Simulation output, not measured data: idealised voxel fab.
process module | voxel trench capacitor
cross-section cut | 140 nm wide | cells 5 nm
A cross-section is a grid of square cells, given in bands from the top down. A band is one or more rows of cells.
Each band's line starts with the height of the band's top and of its bottom, in nm. Then come its materials from left to right, each with its width in nm. One material with "throughout" fills the band from edge to edge. "air" is empty space.
Height 0 is the level under which the wafer as received is all one material. The lowest band goes on downwards, as in "0 down".
A width such as "30 to 40" changes by the same amount from each row of cells to the next, from the band's top row to its bottom row.
"no change" after a step means that no cell of the cross-section changed.
closed voids: empty space of 8 cells or more with no open way to the top, each as width x height at its distance from the left edge, in nm
after a step's settings: what the simulator itself notes on the step
overlay nm, on a step with a mask: how far to the right of its planned place the mask lay; to the left if negative
plan
1 op RECEIVE | material Si
2 op CONFORMAL_DEP | material SiN | thk nm 10
3 op MASKED_ETCH | tone open | mask id TRENCH | width nm 20 | pitch nm 35 | etch materials SiN | depth nm 10 | overlay nm 0
4 op MASKED_ETCH | tone open | mask id TRENCH | width nm 20 | pitch nm 35 | etch materials Si | depth nm 35 | overlay nm 0
5 op CONFORMAL_DEP | material Al2O3 | thk nm 5
6 op FILL_DEP | material polySi | thk nm 5
7 op CMP | height nm 10
as received, after step 1
  0 down: Si throughout
  closed voids: none
a wafer at the end: this start, this plan, one mistake
  10 to 5: polySi 35 | Al2O3 5 | SiN 20 | Al2O3 5 | polySi 5 | Al2O3 5 | SiN 20 | Al2O3 5 | polySi 40
  5 to 0: Al2O3 40 | SiN 20 | Al2O3 15 | SiN 20 | Al2O3 45
  0 down: Si throughout
  closed voids: none
what went wrong: step 3 ran as: op MASKED_ETCH | tone cover | mask id TRENCH | width nm 20 | pitch nm 35 | etch materials SiN | depth nm 10 | overlay nm 0
